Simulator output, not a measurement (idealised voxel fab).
The following process module bears the name voxel released beams.
It is cross-section cut that appears here, measuring 295 nm in width, its square cells being 5 nm in size.
Format of a cross-section: grid, square cells. Given as bands. Order: top down. Band: one or more rows of cells.
In this notation a band is specified by the heights of its top and bottom, in that order and in nm, after which its materials appear from left to right, each paired with its width in nm. The word "full width" attached to a single material means that material fills the band from edge to edge; the word "empty" stands for empty space.
Counting heights begins at 0, where everything beneath is, in the wafer as received, one material. The lowest band has no bottom; it goes on downwards, as "top 0, no bottom" shows.
Width spec "30 to 40" -> top row of cells at first value, bottom row at second value, equal per-row change in between.
Where a step carries "nothing different", the cross-section came out of it unchanged, cell for cell.
Closed void inventory: empty space of 8 cells or more with no open way to the top, each as width x height at its distance from the left edge, in nm
The remark found on a step's line after its settings is issued by the simulator itself and pertains to that step.
A step line may carry the setting "overlay nm", which, for steps involving a mask, states the distance by which the mask lay to the right of its intended position; negative values denote displacement to the left.

**The following list gives the planned process steps**
1,RECEIVE, material Si
2,CONFORMAL_DEP, material Al2O3, thk nm 5
3,DIRECTIONAL_DEP, material SiO2, thk nm 20
4,MASKED_ETCH, tone open, mask id ANCHOR, width nm 35, etch materials SiO2, depth nm 20, overlay nm 0
5,CONFORMAL_DEP, material SiN, thk nm 10
6,DIRECTIONAL_DEP, material aC, thk nm 15
7,PATTERN, tone cover, mask id BEAM, material resist, width nm 110, thk nm 30, overlay nm 0
8,DIRECTIONAL_ETCH, etch materials aC, depth nm 15
9,STRIP, etch materials resist
10,DIRECTIONAL_ETCH, etch materials SiN, depth nm 10
11,STRIP, etch materials aC
12,STRIP, etch materials SiO2

**Cross-section of the incoming wafer, state after step 1**
> top 0, no bottom: Si full width
> Closed void inventory: none

**Here's the cross-section of the first of our two wafers at the end of the module - it ran as planned**
> top 35, bottom 25: 90 of empty | 15 of SiN | 15 of empty | 80 of SiN | 95 of empty
> top 25, bottom 15: 95 of empty | 10 of SiN | 15 of empty | 10 of SiN | 165 of empty
> top 15, bottom 5: 95 of empty | 35 of SiN | 165 of empty
> top 5, bottom 0: Al2O3 full width
> top 0, no bottom: Si full width
> Closed void inventory: none

**Cross-section, second wafer: same start as the first, same plan as the first, one mistake in running it; taken at the end of the module**
> top 35, bottom 25: 90 of empty | 50 of SiN | 155 of empty
> top 25, bottom 15: 85 of empty | 10 of SiN | 35 of SiO2 | 10 of SiN | 155 of empty
> top 15, bottom 5: 85 of empty | 10 of SiN | 35 of SiO2 | 70 of SiN | 95 of empty
> top 5, bottom 0: Al2O3 full width
> top 0, no bottom: Si full width
> Closed void inventory: none
Here's what went sideways: step 4 was not run as planned; what actually ran was MASKED_ETCH, tone cover, mask id ANCHOR, width nm 35, etch materials SiO2, depth nm 20, overlay nm 0
In the final state, the cell counts of the second wafer exceed or fall short of those of the first for the following materials: +28 SiO2
